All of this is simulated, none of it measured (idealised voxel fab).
Herein follows the process module entitled voxel ribs on slabs.
FYI the section here is cut, 175 nm wide, cells are 5 nm squares.
If you're reading a cross-section in this doc, picture square cells in a grid; it comes to you as bands, top ones listed first down to the bottom, and a band can be one or more rows of cells.
The band entry comprises the height of the band's top followed by the height of its bottom, expressed in nm, and subsequently the band's materials from left to right, each stated together with its width in nm. Where a single material is marked with the word "throughout", that material fills the band from edge to edge. The word "blank" represents empty space.
Heights are measured from 0, the level below which the as-received wafer is all one material; the lowest band has no bottom and continues downward, written as in "from 0 down".
A width given as "30..40" starts at the first number in the band's top row and ends at the second number in its bottom row, shifting by an equal amount at every step from row to row.
You'll sometimes find "nothing altered" written for a step, and that's the way of saying that nowhere in the cross-section did a cell change during that step.
Listed in "Closed void entries": every empty space of 8 or more cells without an open way to the top. Form: width x height at distance, the distance being from the left edge, all in nm.
On a step's line, text after the settings is the simulator commenting on that step.
Regarding "overlay nm": on a step with a mask, it is the distance the mask lay to the right of its planned place; a negative value places it to the left.

**Process steps (planned)**
1,RECEIVE with material Si
2,DIRECTIONAL_DEP with material SiO2, thk nm 20
3,DIRECTIONAL_DEP with material polySi, thk nm 15
4,PATTERN with tone cover, mask id RIB, material resist, width nm 30, thk nm 20, overlay nm 0
5,DIRECTIONAL_ETCH with etch materials polySi, depth nm 5
6,STRIP with etch materials resist
7,PATTERN with tone cover, mask id SLAB, material resist, width nm 90, thk nm 20, overlay nm 0
8,DIRECTIONAL_ETCH with etch materials polySi, depth nm 10
9,STRIP with etch materials resist
10,FILL_DEP with material SiO2, thk nm 30
11,CMP with height nm 55
12,DIRECTIONAL_DEP with material TiN, thk nm 10
13,PATTERN with tone cover, mask id HEATER, material resist, width nm 40, thk nm 20, overlay nm 0
14,DIRECTIONAL_ETCH with etch materials TiN, depth nm 10
15,STRIP with etch materials resist
16,CONFORMAL_DEP with material SiO2, thk nm 10

**First wafer of two (run as planned)**

**Delivered wafer in cross-section: state after step 1**
- from 0 down | Si throughout
- Closed void entries: none

**State of the wafer after step 2, shown in cross-section**
- from 20 to 0 | SiO2 throughout
- Whatever lies below 0 is exactly as it was before.

**State of the wafer after step 3, shown in cross-section**
- from 35 to 20 | polySi throughout
- Whatever lies below 20 is exactly as it was before.

**State of the wafer after step 4, shown in cross-section**
- from 55 to 35 | 70 blank / 30 resist / 75 blank
- Whatever lies below 35 is exactly as it was before.

**State of the wafer after step 5, shown in cross-section**
- from 55 to 35 | 70 blank / 30 resist / 75 blank
- from 35 to 30 | 70 blank / 30 polySi / 75 blank
- Whatever lies below 30 is exactly as it was before.

**State of the wafer after step 6, shown in cross-section**
- from 35 to 30 | 70 blank / 30 polySi / 75 blank
- Whatever lies below 30 is exactly as it was before.

**State of the wafer after step 7, shown in cross-section**
- from 55 to 35 | 40 blank / 90 resist / 45 blank
- from 35 to 30 | 40 blank / 30 resist / 30 polySi / 30 resist / 45 blank
- Whatever lies below 30 is exactly as it was before.

**State of the wafer after step 8, shown in cross-section**
- from 55 to 35 | 40 blank / 90 resist / 45 blank
- from 35 to 30 | 40 blank / 30 resist / 30 polySi / 30 resist / 45 blank
- from 30 to 20 | 40 blank / 90 polySi / 45 blank
- Whatever lies below 20 is exactly as it was before.

**State of the wafer after step 9, shown in cross-section**
- from 35 to 30 | 70 blank / 30 polySi / 75 blank
- Whatever lies below 30 is exactly as it was before.

**State of the wafer after step 10, shown in cross-section**
- from 65 to 35 | SiO2 throughout
- from 35 to 30 | 70 SiO2 / 30 polySi / 75 SiO2
- from 30 to 20 | 40 SiO2 / 90 polySi / 45 SiO2
- Whatever lies below 20 is exactly as it was before.

**State of the wafer after step 11, shown in cross-section**
- from 55 to 35 | SiO2 throughout
- Whatever lies below 35 is exactly as it was before.

**State of the wafer after step 12, shown in cross-section**
- from 65 to 55 | TiN throughout
- Whatever lies below 55 is exactly as it was before.

**State of the wafer after step 13, shown in cross-section**
- from 85 to 65 | 65 blank / 40 resist / 70 blank
- Whatever lies below 65 is exactly as it was before.

**State of the wafer after step 14, shown in cross-section**
- from 85 to 65 | 65 blank / 40 resist / 70 blank
- from 65 to 55 | 65 blank / 40 TiN / 70 blank
- Whatever lies below 55 is exactly as it was before.

**State of the wafer after step 15, shown in cross-section**
- from 65 to 55 | 65 blank / 40 TiN / 70 blank
- Whatever lies below 55 is exactly as it was before.

**State of the wafer after step 16, shown in cross-section**
- from 75 to 65 | 55 blank / 60 SiO2 / 60 blank
- from 65 to 55 | 65 SiO2 / 40 TiN / 70 SiO2
- Whatever lies below 55 is exactly as it was before.

**What follows concerns the second wafer, which started out like the first and was meant to follow the very same plan; one mistake crept in when it was run, but everything up to and including step 3 is the same as for the first wafer**

**when step 4 should have ended**
- from 55 to 35 | 75 blank / 30 resist / 70 blank
- Whatever lies below 35 is exactly as it was before.

**when step 5 should have ended**
- from 55 to 35 | 75 blank / 30 resist / 70 blank
- from 35 to 30 | 75 blank / 30 polySi / 70 blank
- Whatever lies below 30 is exactly as it was before.

**when step 6 should have ended**
- from 35 to 30 | 75 blank / 30 polySi / 70 blank
- Whatever lies below 30 is exactly as it was before.

**when step 7 should have ended**
- from 55 to 35 | 40 blank / 90 resist / 45 blank
- from 35 to 30 | 40 blank / 35 resist / 30 polySi / 25 resist / 45 blank
- Whatever lies below 30 is exactly as it was before.

**when step 8 should have ended**
- from 55 to 35 | 40 blank / 90 resist / 45 blank
- from 35 to 30 | 40 blank / 35 resist / 30 polySi / 25 resist / 45 blank
- from 30 to 20 | 40 blank / 90 polySi / 45 blank
- Whatever lies below 20 is exactly as it was before.

**when step 9 should have ended**
- from 35 to 30 | 75 blank / 30 polySi / 70 blank
- Whatever lies below 30 is exactly as it was before.

**when step 10 should have ended**
- from 65 to 35 | SiO2 throughout
- from 35 to 30 | 75 SiO2 / 30 polySi / 70 SiO2
- from 30 to 20 | 40 SiO2 / 90 polySi / 45 SiO2
- Whatever lies below 20 is exactly as it was before.

**when step 11 should have ended**
- from 55 to 35 | SiO2 throughout
- Whatever lies below 35 is exactly as it was before.

**when step 12 should have ended**
- from 65 to 55 | TiN throughout
- Whatever lies below 55 is exactly as it was before.

**when step 13 should have ended**
- from 85 to 65 | 65 blank / 40 resist / 70 blank
- Whatever lies below 65 is exactly as it was before.

**when step 14 should have ended**
- from 85 to 65 | 65 blank / 40 resist / 70 blank
- from 65 to 55 | 65 blank / 40 TiN / 70 blank
- Whatever lies below 55 is exactly as it was before.

**when step 15 should have ended**
- from 65 to 55 | 65 blank / 40 TiN / 70 blank
- Whatever lies below 55 is exactly as it was before.

**when step 16 should have ended**
- from 75 to 65 | 55 blank / 60 SiO2 / 60 blank
- from 65 to 55 | 65 SiO2 / 40 TiN / 70 SiO2
- Whatever lies below 55 is exactly as it was before.
The mistake made against the process plan was this: step 4 ran as: PATTERN with tone cover, mask id RIB, material resist, width nm 30, thk nm 20, overlay nm 5
At the end, the second wafer has the same number of cells of each material as the first, but those cells sit in other places.
